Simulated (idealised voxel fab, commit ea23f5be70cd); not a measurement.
You're looking at the process module voxel self aligned contacts.
210 nm wide, 5 nm square cells: that's cross-section cut.
For the purposes of this document, a cross-section shall be understood as a grid of square cells, specified as bands listed in top-to-bottom order, each band consisting of one or more rows of cells.
What a band's entry tells you: where the top is and where the bottom is, as heights in nm, and after that what lies inside, material by material from left to right, each with its width in nm. Empty space is written as the word "air", and a single material marked with the word "edge to edge" occupies the band from edge to edge.
Where do heights start? At 0: under that level the wafer as delivered is made of one material only. And the lowest band has no floor; it just carries on downward, as in "top 0, no bottom".
You'd read "30 to 40" like this: the band's top row of cells is as wide as the first number, its bottom row is as wide as the second, and going down, every row changes width by the same amount as the row before did.
Key: "identical to before" - step with no changed cell in the cross-section.
Entry "Sealed internal voids". Content: empty spaces with no open connection to the top, size 8 cells or greater. Each: width x height at distance. Distance: from left edge. Unit: nm.
What comes after the settings on a step's line is commentary from the simulator itself on that step.
When a step includes a mask, the "overlay nm" setting on its line states how far to the right of its planned place that mask lay, and negative values state how far to the left.
Each of the pairs that make up the rest of this document says: here is the cross-section before one process step, here is the cross-section after it, drawn only down to the lowest band that changed, and here, under the pair, is the step lying between them with its settings. Different pairs may come from different runs of this module on the same starting wafer, so a pair continues from the pair above it only where its entry headed "Snapshot before" says so.

-- Snapshot before
	top 0, no bottom = Si edge to edge
	Sealed internal voids: none

-- Section After Processing
	top 0, bottom -5 = SiO2 edge to edge
	Everything below -5 is unchanged.
	Sealed internal voids: none
Q: step between the cross-sections above? A: OXIDIZE (depth nm 5)

Snapshot before: as in the pair right above, post-step view.

-- Section After Processing
	top 20, bottom 0 = polySi edge to edge
	Everything below 0 is unchanged.
	Sealed internal voids: none
Q: step between the cross-sections above? A: DIRECTIONAL_DEP (material polySi; thk nm 20)

Snapshot before: as in the pair right above, post-step view.

-- Section After Processing
	top 35, bottom 20 = SiN edge to edge
	Everything below 20 is unchanged.
	Sealed internal voids: none
Q: step between the cross-sections above? A: DIRECTIONAL_DEP (material SiN; thk nm 15)

Snapshot before: as in the pair right above, post-step view.

-- Section After Processing
	top 35, bottom 20 = air (55), SiN (35), air (30), SiN (35), air (55)
	Everything below 20 is unchanged.
	Sealed internal voids: none
Q: step between the cross-sections above? A: MASKED_ETCH (tone cover; mask id GATE; width nm 35; pitch nm 65; etch materials SiN; depth nm 15; overlay nm 0)

Snapshot before: as in the pair right above, post-step view.

-- Section After Processing
	top 35, bottom 20 = air (55), SiN (35), air (30), SiN (35), air (55)
	top 20, bottom 0 = air (55), polySi (35), air (30), polySi (35), air (55)
	Everything below 0 is unchanged.
	Sealed internal voids: none
Q: step between the cross-sections above? A: MASKED_ETCH (tone cover; mask id GATE; width nm 35; pitch nm 65; etch materials polySi; depth nm 20; overlay nm 0)

Snapshot before: as in the pair right above, post-step view.

-- Section After Processing
	top 40, bottom 20 = air (50), SiN (45), air (20), SiN (45), air (50)
	top 20, bottom 5 = air (50), SiN (5), polySi (35), SiN (5), air (20), SiN (5), polySi (35), SiN (5), air (50)
	top 5, bottom 0 = SiN (55), polySi (35), SiN (30), polySi (35), SiN (55)
	Everything below 0 is unchanged.
	Sealed internal voids: none
Q: step between the cross-sections above? A: CONFORMAL_DEP (material SiN; thk nm 5)

Snapshot before: as in the pair right above, post-step view.

-- Section After Processing
	top 35, bottom 20 = air (50), SiN (45), air (20), SiN (45), air (50)
	top 20, bottom 0 = air (50), SiN (5), polySi (35), SiN (5), air (20), SiN (5), polySi (35), SiN (5), air (50)
	Everything below 0 is unchanged.
	Sealed internal voids: none
Q: step between the cross-sections above? A: DIRECTIONAL_ETCH (etch materials SiN; depth nm 5)

Snapshot before: as in the pair right above, post-step view.

-- Section After Processing
	top 45, bottom 35 = SiO2 edge to edge
	top 35, bottom 20 = SiO2 (50), SiN (45), SiO2 (20), SiN (45), SiO2 (50)
	top 20, bottom 0 = SiO2 (50), SiN (5), polySi (35), SiN (5), SiO2 (20), SiN (5), polySi (35), SiN (5), SiO2 (50)
	Everything below 0 is unchanged.
	Sealed internal voids: none
Q: step between the cross-sections above? A: FILL_DEP (material SiO2; thk nm 10)

Snapshot before: as in the pair right above, post-step view.

-- Section After Processing
	top 40, bottom 35 = SiO2 edge to edge
	Everything below 35 is unchanged.
	Sealed internal voids: none
Q: step between the cross-sections above? A: CMP (height nm 40)

Snapshot before: as in the pair right above, post-step view.

-- Section After Processing
	top 40, bottom 35 = SiO2 (80), air (50), SiO2 (80)
	top 35, bottom 20 = SiO2 (50), SiN (45), air (20), SiN (45), SiO2 (50)
	top 20, bottom 0 = SiO2 (50), SiN (5), polySi (35), SiN (5), air (20), SiN (5), polySi (35), SiN (5), SiO2 (50)
	top 0, bottom -5 = SiO2 (95), air (20), SiO2 (95)
	Everything below -5 is unchanged.
	Sealed internal voids: none
Q: step between the cross-sections above? A: MASKED_ETCH (tone open; mask id CONTACT; width nm 50; etch materials SiO2; depth nm 45; overlay nm 0)

Snapshot before: as in the pair right above, post-step view.

-- Section After Processing
	top 45, bottom 40 = TiN (85), air (40), TiN (85)
	top 40, bottom 35 = SiO2 (80), TiN (20), air (10), TiN (20), SiO2 (80)
	top 35, bottom 20 = SiO2 (50), SiN (45), TiN (5), air (10), TiN (5), SiN (45), SiO2 (50)
	top 20, bottom 0 = SiO2 (50), SiN (5), polySi (35), SiN (5), TiN (5), air (10), TiN (5), SiN (5), polySi (35), SiN (5), SiO2 (50)
	top 0, bottom -5 = SiO2 (95), TiN (20), SiO2 (95)
	Everything below -5 is unchanged.
	Sealed internal voids: none
Q: step between the cross-sections above? A: CONFORMAL_DEP (material TiN; thk nm 5)

Snapshot before: as in the pair right above, post-step view.

-- Section After Processing
	top 55, bottom 45 = W edge to edge
	top 45, bottom 40 = TiN (85), W (40), TiN (85)
	top 40, bottom 35 = SiO2 (80), TiN (20), W (10), TiN (20), SiO2 (80)
	top 35, bottom 20 = SiO2 (50), SiN (45), TiN (5), W (10), TiN (5), SiN (45), SiO2 (50)
	top 20, bottom 0 = SiO2 (50), SiN (5), polySi (35), SiN (5), TiN (5), W (10), TiN (5), SiN (5), polySi (35), SiN (5), SiO2 (50)
	Everything below 0 is unchanged.
	Sealed internal voids: none
Q: step between the cross-sections above? A: FILL_DEP (material W; thk nm 10)

Snapshot before: as in the pair right above, post-step view.

-- Section After Processing
	top 40, bottom 35 = SiO2 (80), TiN (20), W (10), TiN (20), SiO2 (80)
	Everything below 35 is unchanged.
	Sealed internal voids: none
Q: step between the cross-sections above? A: CMP (height nm 40)

Snapshot before: as in the pair right above, post-step view.

-- Section After Processing
	top 45, bottom 40 = SiN edge to edge
	Everything below 40 is unchanged.
	Sealed internal voids: none
Q: step between the cross-sections above? A: CONFORMAL_DEP (material SiN; thk nm 5)

-- Snapshot before
	top 55, bottom 45 = W edge to edge
	top 45, bottom 40 = TiN (85), W (40), TiN (85)
	top 40, bottom 35 = SiO2 (80), TiN (20), W (10), TiN (20), SiO2 (80)
	top 35, bottom 20 = SiO2 (50), SiN (45), TiN (5), W (10), TiN (5), SiN (45), SiO2 (50)
	top 20, bottom 0 = SiO2 (50), SiN (5), polySi (35), SiN (5), TiN (5), W (10), TiN (5), SiN (5), polySi (35), SiN (5), SiO2 (50)
	top 0, bottom -5 = SiO2 (95), TiN (20), SiO2 (95)
	top -5, no bottom = Si edge to edge
	Sealed internal voids: none

-- Section After Processing
	top 60, bottom 55 = SiN edge to edge
	Everything below 55 is unchanged.
	Sealed internal voids: none
Q: step between the cross-sections above? A: CONFORMAL_DEP (material SiN; thk nm 5)

-- Snapshot before
	top 20, bottom 0 = polySi edge to edge
	top 0, bottom -5 = SiO2 edge to edge
	top -5, no bottom = Si edge to edge
	Sealed internal voids: none

-- Section After Processing
	top 40, bottom 0 = polySi edge to edge
	Everything below 0 is unchanged.
	Sealed internal voids: none
Q: step between the cross-sections above? A: DIRECTIONAL_DEP (material polySi; thk nm 20)

Snapshot before: as in the pair right above, post-step view.

-- Section After Processing
	top 55, bottom 40 = SiN edge to edge
	Everything below 40 is unchanged.
	Sealed internal voids: none
Q: step between the cross-sections above? A: DIRECTIONAL_DEP (material SiN; thk nm 15)

Snapshot before: as in the pair right above, post-step view.

-- Section After Processing
	top 55, bottom 40 = air (55), SiN (35), air (30), SiN (35), air (55)
	Everything below 40 is unchanged.
	Sealed internal voids: none
Q: step between the cross-sections above? A: MASKED_ETCH (tone cover; mask id GATE; width nm 35; pitch nm 65; etch materials SiN; depth nm 15; overlay nm 0)

Snapshot before: as in the pair right above, post-step view.

-- Section After Processing
	top 55, bottom 40 = air (55), SiN (35), air (30), SiN (35), air (55)
	top 40, bottom 20 = air (55), polySi (35), air (30), polySi (35), air (55)
	Everything below 20 is unchanged.
	Sealed internal voids: none
Q: step between the cross-sections above? A: MASKED_ETCH (tone cover; mask id GATE; width nm 35; pitch nm 65; etch materials polySi; depth nm 20; overlay nm 0)

Snapshot before: as in the pair right above, post-step view.

-- Section After Processing
	top 60, bottom 40 = air (50), SiN (45), air (20), SiN (45), air (50)
	top 40, bottom 25 = air (50), SiN (5), polySi (35), SiN (5), air (20), SiN (5), polySi (35), SiN (5), air (50)
	top 25, bottom 20 = SiN (55), polySi (35), SiN (30), polySi (35), SiN (55)
	Everything below 20 is unchanged.
	Sealed internal voids: none
Q: step between the cross-sections above? A: CONFORMAL_DEP (material SiN; thk nm 5)

Snapshot before: as in the pair right above, post-step view.

-- Section After Processing
	top 55, bottom 40 = air (50), SiN (45), air (20), SiN (45), air (50)
	top 40, bottom 20 = air (50), SiN (5), polySi (35), SiN (5), air (20), SiN (5), polySi (35), SiN (5), air (50)
	Everything below 20 is unchanged.
	Sealed internal voids: none
Q: step between the cross-sections above? A: DIRECTIONAL_ETCH (etch materials SiN; depth nm 5)

Snapshot before: as in the pair right above, post-step view.

-- Section After Processing
	top 65, bottom 55 = SiO2 edge to edge
	top 55, bottom 40 = SiO2 (50), SiN (45), SiO2 (20), SiN (45), SiO2 (50)
	top 40, bottom 20 = SiO2 (50), SiN (5), polySi (35), SiN (5), SiO2 (20), SiN (5), polySi (35), SiN (5), SiO2 (50)
	Everything below 20 is unchanged.
	Sealed internal voids: none
Q: step between the cross-sections above? A: FILL_DEP (material SiO2; thk nm 10)

Snapshot before: as in the pair right above, post-step view.

-- Section After Processing
	top 40, bottom 20 = SiO2 (50), SiN (5), polySi (35), SiN (5), SiO2 (20), SiN (5), polySi (35), SiN (5), SiO2 (50)
	Everything below 20 is unchanged.
	Sealed internal voids: none
Q: step between the cross-sections above? A: CMP (height nm 40)

Snapshot before: as in the pair right above, post-step view.

-- Section After Processing
	top 40, bottom 20 = SiO2 (50), SiN (5), polySi (35), SiN (5), air (20), SiN (5), polySi (35), SiN (5), SiO2 (50)
	Everything below 20 is unchanged.
	Sealed internal voids: none
Q: step between the cross-sections above? A: MASKED_ETCH (tone open; mask id CONTACT; width nm 50; etch materials SiO2; depth nm 45; overlay nm 0)

Snapshot before: as in the pair right above, post-step view.

-- Section After Processing
	top 45, bottom 40 = TiN (100), air (10), TiN (100)
	top 40, bottom 25 = SiO2 (50), SiN (5), polySi (35), SiN (5), TiN (5), air (10), TiN (5), SiN (5), polySi (35), SiN (5), SiO2 (50)
	top 25, bottom 20 = SiO2 (50), SiN (5), polySi (35), SiN (5), TiN (20), SiN (5), polySi (35), SiN (5), SiO2 (50)
	Everything below 20 is unchanged.
	Sealed internal voids: none
Q: step between the cross-sections above? A: CONFORMAL_DEP (material TiN; thk nm 5)

Snapshot before: as in the pair right above, post-step view.

-- Section After Processing
	top 55, bottom 45 = W edge to edge
	top 45, bottom 40 = TiN (100), W (10), TiN (100)
	top 40, bottom 25 = SiO2 (50), SiN (5), polySi (35), SiN (5), TiN (5), W (10), TiN (5), SiN (5), polySi (35), SiN (5), SiO2 (50)
	Everything below 25 is unchanged.
	Sealed internal voids: none
Q: step between the cross-sections above? A: FILL_DEP (material W; thk nm 10)

Snapshot before: as in the pair right above, post-step view.

-- Section After Processing
	top 40, bottom 25 = SiO2 (50), SiN (5), polySi (35), SiN (5), TiN (5), W (10), TiN (5), SiN (5), polySi (35), SiN (5), SiO2 (50)
	Everything below 25 is unchanged.
	Sealed internal voids: none
Q: step between the cross-sections above? A: CMP (height nm 40)

Snapshot before: as in the pair right above, post-step view.

-- Section After Processing
	top 45, bottom 40 = SiN edge to edge
	Everything below 40 is unchanged.
	Sealed internal voids: none
Q: step between the cross-sections above? A: CONFORMAL_DEP (material SiN; thk nm 5)

-- Snapshot before
	top 0, bottom -5 = SiO2 edge to edge
	top -5, no bottom = Si edge to edge
	Sealed internal voids: none

-- Section After Processing
	top 15, bottom 0 = SiN edge to edge
	Everything below 0 is unchanged.
	Sealed internal voids: none
Q: step between the cross-sections above? A: DIRECTIONAL_DEP (material SiN; thk nm 15)

Snapshot before: as in the pair right above, post-step view.

-- Section After Processing
	top 35, bottom 15 = polySi edge to edge
	Everything below 15 is unchanged.
	Sealed internal voids: none
Q: step between the cross-sections above? A: DIRECTIONAL_DEP (material polySi; thk nm 20)

Snapshot before: as in the pair right above, post-step view.

-- Section After Processing
	top 35, bottom 15 = air (55), polySi (35), air (30), polySi (35), air (55)
	Everything below 15 is unchanged.
	Sealed internal voids: none
Q: step between the cross-sections above? A: MASKED_ETCH (tone cover; mask id GATE; width nm 35; pitch nm 65; etch materials polySi; depth nm 20; overlay nm 0)

Snapshot before: as in the pair right above, post-step view.

-- Section After Processing
	top 40, bottom 35 = air (50), SiN (45), air (20), SiN (45), air (50)
	top 35, bottom 20 = air (50), SiN (5), polySi (35), SiN (5), air (20), SiN (5), polySi (35), SiN (5), air (50)
	top 20, bottom 15 = SiN (55), polySi (35), SiN (30), polySi (35), SiN (55)
	Everything below 15 is unchanged.
	Sealed internal voids: none
Q: step between the cross-sections above? A: CONFORMAL_DEP (material SiN; thk nm 5)

Snapshot before: as in the pair right above, post-step view.

-- Section After Processing
	top 35, bottom 15 = air (50), SiN (5), polySi (35), SiN (5), air (20), SiN (5), polySi (35), SiN (5), air (50)
	Everything below 15 is unchanged.
	Sealed internal voids: none
Q: step between the cross-sections above? A: DIRECTIONAL_ETCH (etch materials SiN; depth nm 5)

Snapshot before: as in the pair right above, post-step view.

-- Section After Processing
	top 45, bottom 35 = SiO2 edge to edge
	top 35, bottom 15 = SiO2 (50), SiN (5), polySi (35), SiN (5), SiO2 (20), SiN (5), polySi (35), SiN (5), SiO2 (50)
	Everything below 15 is unchanged.
	Sealed internal voids: none
Q: step between the cross-sections above? A: FILL_DEP (material SiO2; thk nm 10)

Snapshot before: as in the pair right above, post-step view.

-- Section After Processing
	top 40, bottom 35 = SiO2 edge to edge
	Everything below 35 is unchanged.
	Sealed internal voids: none
Q: step between the cross-sections above? A: CMP (height nm 40)

Snapshot before: as in the pair right above, post-step view.

-- Section After Processing
	top 40, bottom 35 = SiO2 (80), air (50), SiO2 (80)
	top 35, bottom 15 = SiO2 (50), SiN (5), polySi (35), SiN (5), air (20), SiN (5), polySi (35), SiN (5), SiO2 (50)
	Everything below 15 is unchanged.
	Sealed internal voids: none
Q: step between the cross-sections above? A: MASKED_ETCH (tone open; mask id CONTACT; width nm 50; etch materials SiO2; depth nm 45; overlay nm 0)

Snapshot before: as in the pair right above, post-step view.

-- Section After Processing
	top 45, bottom 40 = TiN (85), air (40), TiN (85)
	top 40, bottom 35 = SiO2 (80), TiN (20), air (10), TiN (20), SiO2 (80)
	top 35, bottom 20 = SiO2 (50), SiN (5), polySi (35), SiN (5), TiN (5), air (10), TiN (5), SiN (5), polySi (35), SiN (5), SiO2 (50)
	top 20, bottom 15 = SiO2 (50), SiN (5), polySi (35), SiN (5), TiN (20), SiN (5), polySi (35), SiN (5), SiO2 (50)
	Everything below 15 is unchanged.
	Sealed internal voids: none
Q: step between the cross-sections above? A: CONFORMAL_DEP (material TiN; thk nm 5)

Snapshot before: as in the pair right above, post-step view.

-- Section After Processing
	top 55, bottom 45 = W edge to edge
	top 45, bottom 40 = TiN (85), W (40), TiN (85)
	top 40, bottom 35 = SiO2 (80), TiN (20), W (10), TiN (20), SiO2 (80)
	top 35, bottom 20 = SiO2 (50), SiN (5), polySi (35), SiN (5), TiN (5), W (10), TiN (5), SiN (5), polySi (35), SiN (5), SiO2 (50)
	Everything below 20 is unchanged.
	Sealed internal voids: none
Q: step between the cross-sections above? A: FILL_DEP (material W; thk nm 10)

Snapshot before: as in the pair right above, post-step view.

-- Section After Processing
	top 40, bottom 35 = SiO2 (80), TiN (20), W (10), TiN (20), SiO2 (80)
	Everything below 35 is unchanged.
	Sealed internal voids: none
Q: step between the cross-sections above? A: CMP (height nm 40)

Snapshot before: as in the pair right above, post-step view.

-- Section After Processing
	top 45, bottom 40 = SiN edge to edge
	Everything below 40 is unchanged.
	Sealed internal voids: none
Q: step between the cross-sections above? A: CONFORMAL_DEP (material SiN; thk nm 5)

-- Snapshot before
	top 0, no bottom = Si edge to edge
	Sealed internal voids: none

-- Section After Processing
	top 0, bottom -10 = SiO2 edge to edge
	Everything below -10 is unchanged.
	Sealed internal voids: none
Q: step between the cross-sections above? A: OXIDIZE (depth nm 10)

Snapshot before: as in the pair right above, post-step view.

-- Section After Processing
	top 20, bottom 0 = polySi edge to edge
	Everything below 0 is unchanged.
	Sealed internal voids: none
Q: step between the cross-sections above? A: DIRECTIONAL_DEP (material polySi; thk nm 20)

Snapshot before: as in the pair right above, post-step view.

-- Section After Processing
	top 35, bottom 20 = SiN edge to edge
	Everything below 20 is unchanged.
	Sealed internal voids: none
Q: step between the cross-sections above? A: DIRECTIONAL_DEP (material SiN; thk nm 15)

Snapshot before: as in the pair right above, post-step view.

-- Section After Processing
	top 35, bottom 20 = air (55), SiN (35), air (30), SiN (35), air (55)
	Everything below 20 is unchanged.
	Sealed internal voids: none
Q: step between the cross-sections above? A: MASKED_ETCH (tone cover; mask id GATE; width nm 35; pitch nm 65; etch materials SiN; depth nm 15; overlay nm 0)

Snapshot before: as in the pair right above, post-step view.

-- Section After Processing
	top 35, bottom 20 = air (55), SiN (35), air (30), SiN (35), air (55)
	top 20, bottom 0 = air (55), polySi (35), air (30), polySi (35), air (55)
	Everything below 0 is unchanged.
	Sealed internal voids: none
Q: step between the cross-sections above? A: MASKED_ETCH (tone cover; mask id GATE; width nm 35; pitch nm 65; etch materials polySi; depth nm 20; overlay nm 0)

Snapshot before: as in the pair right above, post-step view.

-- Section After Processing
	top 40, bottom 20 = air (50), SiN (45), air (20), SiN (45), air (50)
	top 20, bottom 5 = air (50), SiN (5), polySi (35), SiN (5), air (20), SiN (5), polySi (35), SiN (5), air (50)
	top 5, bottom 0 = SiN (55), polySi (35), SiN (30), polySi (35), SiN (55)
	Everything below 0 is unchanged.
	Sealed internal voids: none
Q: step between the cross-sections above? A: CONFORMAL_DEP (material SiN; thk nm 5)

Snapshot before: as in the pair right above, post-step view.

-- Section After Processing
	top 35, bottom 20 = air (50), SiN (45), air (20), SiN (45), air (50)
	top 20, bottom 0 = air (50), SiN (5), polySi (35), SiN (5), air (20), SiN (5), polySi (35), SiN (5), air (50)
	Everything below 0 is unchanged.
	Sealed internal voids: none
Q: step between the cross-sections above? A: DIRECTIONAL_ETCH (etch materials SiN; depth nm 5)

Snapshot before: as in the pair right above, post-step view.

-- Section After Processing
	top 45, bottom 35 = SiO2 edge to edge
	top 35, bottom 20 = SiO2 (50), SiN (45), SiO2 (20), SiN (45), SiO2 (50)
	top 20, bottom 0 = SiO2 (50), SiN (5), polySi (35), SiN (5), SiO2 (20), SiN (5), polySi (35), SiN (5), SiO2 (50)
	Everything below 0 is unchanged.
	Sealed internal voids: none
Q: step between the cross-sections above? A: FILL_DEP (material SiO2; thk nm 10)

Snapshot before: as in the pair right above, post-step view.

-- Section After Processing
	top 40, bottom 35 = SiO2 edge to edge
	Everything below 35 is unchanged.
	Sealed internal voids: none
Q: step between the cross-sections above? A: CMP (height nm 40)

Snapshot before: as in the pair right above, post-step view.

-- Section After Processing
	top 40, bottom 35 = SiO2 (80), air (50), SiO2 (80)
	top 35, bottom 20 = SiO2 (50), SiN (45), air (20), SiN (45), SiO2 (50)
	top 20, bottom 0 = SiO2 (50), SiN (5), polySi (35), SiN (5), air (20), SiN (5), polySi (35), SiN (5), SiO2 (50)
	top 0, bottom -5 = SiO2 (95), air (20), SiO2 (95)
	Everything below -5 is unchanged.
	Sealed internal voids: none
Q: step between the cross-sections above? A: MASKED_ETCH (tone open; mask id CONTACT; width nm 50; etch materials SiO2; depth nm 45; overlay nm 0)

Snapshot before: as in the pair right above, post-step view.

-- Section After Processing
	top 45, bottom 40 = TiN (85), air (40), TiN (85)
	top 40, bottom 35 = SiO2 (80), TiN (20), air (10), TiN (20), SiO2 (80)
	top 35, bottom 20 = SiO2 (50), SiN (45), TiN (5), air (10), TiN (5), SiN (45), SiO2 (50)
	top 20, bottom 0 = SiO2 (50), SiN (5), polySi (35), SiN (5), TiN (5), air (10), TiN (5), SiN (5), polySi (35), SiN (5), SiO2 (50)
	top 0, bottom -5 = SiO2 (95), TiN (20), SiO2 (95)
	Everything below -5 is unchanged.
	Sealed internal voids: none
Q: step between the cross-sections above? A: CONFORMAL_DEP (material TiN; thk nm 5)

Snapshot before: as in the pair right above, post-step view.

-- Section After Processing
	top 55, bottom 45 = W edge to edge
	top 45, bottom 40 = TiN (85), W (40), TiN (85)
	top 40, bottom 35 = SiO2 (80), TiN (20), W (10), TiN (20), SiO2 (80)
	top 35, bottom 20 = SiO2 (50), SiN (45), TiN (5), W (10), TiN (5), SiN (45), SiO2 (50)
	top 20, bottom 0 = SiO2 (50), SiN (5), polySi (35), SiN (5), TiN (5), W (10), TiN (5), SiN (5), polySi (35), SiN (5), SiO2 (50)
	Everything below 0 is unchanged.
	Sealed internal voids: none
Q: step between the cross-sections above? A: FILL_DEP (material W; thk nm 10)

Snapshot before: as in the pair right above, post-step view.

-- Section After Processing
	top 40, bottom 35 = SiO2 (80), TiN (20), W (10), TiN (20), SiO2 (80)
	Everything below 35 is unchanged.
	Sealed internal voids: none
Q: step between the cross-sections above? A: CMP (height nm 40)

Snapshot before: as in the pair right above, post-step view.

-- Section After Processing
	top 45, bottom 40 = SiN edge to edge
	Everything below 40 is unchanged.
	Sealed internal voids: none
Q: step between the cross-sections above? A: CONFORMAL_DEP (material SiN; thk nm 5)

-- Snapshot before
	top 40, bottom 35 = SiO2 edge to edge
	top 35, bottom 20 = SiO2 (50), SiN (45), SiO2 (20), SiN (45), SiO2 (50)
	top 20, bottom 0 = SiO2 (50), SiN (5), polySi (35), SiN (5), SiO2 (20), SiN (5), polySi (35), SiN (5), SiO2 (50)
	top 0, bottom -5 = SiO2 edge to edge
	top -5, no bottom = Si edge to edge
	Sealed internal voids: none

-- Section After Processing
	top 40, bottom 35 = SiO2 (85), air (45), SiO2 (80)
	top 35, bottom 20 = SiO2 (50), SiN (45), air (20), SiN (45), SiO2 (50)
	top 20, bottom 0 = SiO2 (50), SiN (5), polySi (35), SiN (5), air (20), SiN (5), polySi (35), SiN (5), SiO2 (50)
	top 0, bottom -5 = SiO2 (95), air (20), SiO2 (95)
	Everything below -5 is unchanged.
	Sealed internal voids: none
Q: step between the cross-sections above? A: MASKED_ETCH (tone open; mask id CONTACT; width nm 45; etch materials SiO2; depth nm 45; overlay nm 0)

Snapshot before: as in the pair right above, post-step view.

-- Section After Processing
	top 45, bottom 40 = TiN (90), air (35), TiN (85)
	top 40, bottom 35 = SiO2 (85), TiN (15), air (10), TiN (20), SiO2 (80)
	top 35, bottom 20 = SiO2 (50), SiN (45), TiN (5), air (10), TiN (5), SiN (45), SiO2 (50)
	top 20, bottom 0 = SiO2 (50), SiN (5), polySi (35), SiN (5), TiN (5), air (10), TiN (5), SiN (5), polySi (35), SiN (5), SiO2 (50)
	top 0, bottom -5 = SiO2 (95), TiN (20), SiO2 (95)
	Everything below -5 is unchanged.
	Sealed internal voids: none
Q: step between the cross-sections above? A: CONFORMAL_DEP (material TiN; thk nm 5)

Snapshot before: as in the pair right above, post-step view.

-- Section After Processing
	top 55, bottom 45 = W edge to edge
	top 45, bottom 40 = TiN (90), W (35), TiN (85)
	top 40, bottom 35 = SiO2 (85), TiN (15), W (10), TiN (20), SiO2 (80)
	top 35, bottom 20 = SiO2 (50), SiN (45), TiN (5), W (10), TiN (5), SiN (45), SiO2 (50)
	top 20, bottom 0 = SiO2 (50), SiN (5), polySi (35), SiN (5), TiN (5), W (10), TiN (5), SiN (5), polySi (35), SiN (5), SiO2 (50)
	Everything below 0 is unchanged.
	Sealed internal voids: none
Q: step between the cross-sections above? A: FILL_DEP (material W; thk nm 10)

Snapshot before: as in the pair right above, post-step view.

-- Section After Processing
	top 40, bottom 35 = SiO2 (85), TiN (15), W (10), TiN (20), SiO2 (80)
	Everything below 35 is unchanged.
	Sealed internal voids: none
Q: step between the cross-sections above? A: CMP (height nm 40)

Snapshot before: as in the pair right above, post-step view.

-- Section After Processing
	top 45, bottom 40 = SiN edge to edge
	Everything below 40 is unchanged.
	Sealed internal voids: none
Q: step between the cross-sections above? A: CONFORMAL_DEP (material SiN; thk nm 5)

-- Snapshot before
	top 35, bottom 20 = air (55), SiN (35), air (30), SiN (35), air (55)
	top 20, bottom 0 = polySi edge to edge
	top 0, bottom -5 = SiO2 edge to edge
	top -5, no bottom = Si edge to edge
	Sealed internal voids: none

-- Section After Processing
	top 35, bottom 20 = air (55), SiN (35), air (30), SiN (35), air (55)
	top 20, bottom 0 = air (55), polySi (45), air (20), polySi (45), air (45)
	Everything below 0 is unchanged.
	Sealed internal voids: none
Q: step between the cross-sections above? A: MASKED_ETCH (tone cover; mask id GATE; width nm 35; pitch nm 65; etch materials polySi; depth nm 20; overlay nm 10)

Snapshot before: as in the pair right above, post-step view.

-- Section After Processing
	top 40, bottom 25 = air (50), SiN (45), air (20), SiN (45), air (50)
	top 25, bottom 20 = air (50), SiN (55), air (10), SiN (55), air (40)
	top 20, bottom 5 = air (50), SiN (5), polySi (45), SiN (5), air (10), SiN (5), polySi (45), SiN (5), air (40)
	top 5, bottom 0 = SiN (55), polySi (45), SiN (20), polySi (45), SiN (45)
	Everything below 0 is unchanged.
	Sealed internal voids: none
Q: step between the cross-sections above? A: CONFORMAL_DEP (material SiN; thk nm 5)

Snapshot before: as in the pair right above, post-step view.

-- Section After Processing
	top 35, bottom 20 = air (50), SiN (45), air (20), SiN (45), air (50)
	top 20, bottom 0 = air (50), SiN (5), polySi (45), SiN (5), air (10), SiN (5), polySi (45), SiN (5), air (40)
	Everything below 0 is unchanged.
	Sealed internal voids: none
Q: step between the cross-sections above? A: DIRECTIONAL_ETCH (etch materials SiN; depth nm 5)

Snapshot before: as in the pair right above, post-step view.

-- Section After Processing
	top 45, bottom 35 = SiO2 edge to edge
	top 35, bottom 20 = SiO2 (50), SiN (45), SiO2 (20), SiN (45), SiO2 (50)
	top 20, bottom 0 = SiO2 (50), SiN (5), polySi (45), SiN (5), SiO2 (10), SiN (5), polySi (45), SiN (5), SiO2 (40)
	Everything below 0 is unchanged.
	Sealed internal voids: none
Q: step between the cross-sections above? A: FILL_DEP (material SiO2; thk nm 10)

Snapshot before: as in the pair right above, post-step view.

-- Section After Processing
	top 40, bottom 35 = SiO2 edge to edge
	Everything below 35 is unchanged.
	Sealed internal voids: none
Q: step between the cross-sections above? A: CMP (height nm 40)

Snapshot before: as in the pair right above, post-step view.

-- Section After Processing
	top 40, bottom 35 = SiO2 (80), air (50), SiO2 (80)
	top 35, bottom 20 = SiO2 (50), SiN (45), air (20), SiN (45), SiO2 (50)
	top 20, bottom 0 = SiO2 (50), SiN (5), polySi (45), SiN (5), air (10), SiN (5), polySi (45), SiN (5), SiO2 (40)
	top 0, bottom -5 = SiO2 (105), air (10), SiO2 (95)
	Everything below -5 is unchanged.
	Sealed internal voids: none
Q: step between the cross-sections above? A: MASKED_ETCH (tone open; mask id CONTACT; width nm 50; etch materials SiO2; depth nm 45; overlay nm 0)

Snapshot before: as in the pair right above, post-step view.

-- Section After Processing
	top 45, bottom 40 = TiN (85), air (40), TiN (85)
	top 40, bottom 35 = SiO2 (80), TiN (20), air (10), TiN (20), SiO2 (80)
	top 35, bottom 25 = SiO2 (50), SiN (45), TiN (5), air (10), TiN (5), SiN (45), SiO2 (50)
	top 25, bottom 20 = SiO2 (50), SiN (45), TiN (20), SiN (45), SiO2 (50)
	top 20, bottom 0 = SiO2 (50), SiN (5), polySi (45), SiN (5), TiN (10), SiN (5), polySi (45), SiN (5), SiO2 (40)
	top 0, bottom -5 = SiO2 (105), TiN (10), SiO2 (95)
	Everything below -5 is unchanged.
	Sealed internal voids: none
Q: step between the cross-sections above? A: CONFORMAL_DEP (material TiN; thk nm 5)

Snapshot before: as in the pair right above, post-step view.

-- Section After Processing
	top 55, bottom 45 = W edge to edge
	top 45, bottom 40 = TiN (85), W (40), TiN (85)
	top 40, bottom 35 = SiO2 (80), TiN (20), W (10), TiN (20), SiO2 (80)
	top 35, bottom 25 = SiO2 (50), SiN (45), TiN (5), W (10), TiN (5), SiN (45), SiO2 (50)
	Everything below 25 is unchanged.
	Sealed internal voids: none
Q: step between the cross-sections above? A: FILL_DEP (material W; thk nm 10)

Snapshot before: as in the pair right above, post-step view.

-- Section After Processing
	top 40, bottom 35 = SiO2 (80), TiN (20), W (10), TiN (20), SiO2 (80)
	Everything below 35 is unchanged.
	Sealed internal voids: none
Q: step between the cross-sections above? A: CMP (height nm 40)

Snapshot before: as in the pair right above, post-step view.

-- Section After Processing
	top 45, bottom 40 = SiN edge to edge
	Everything below 40 is unchanged.
	Sealed internal voids: none
Q: step between the cross-sections above? A: CONFORMAL_DEP (material SiN; thk nm 5)
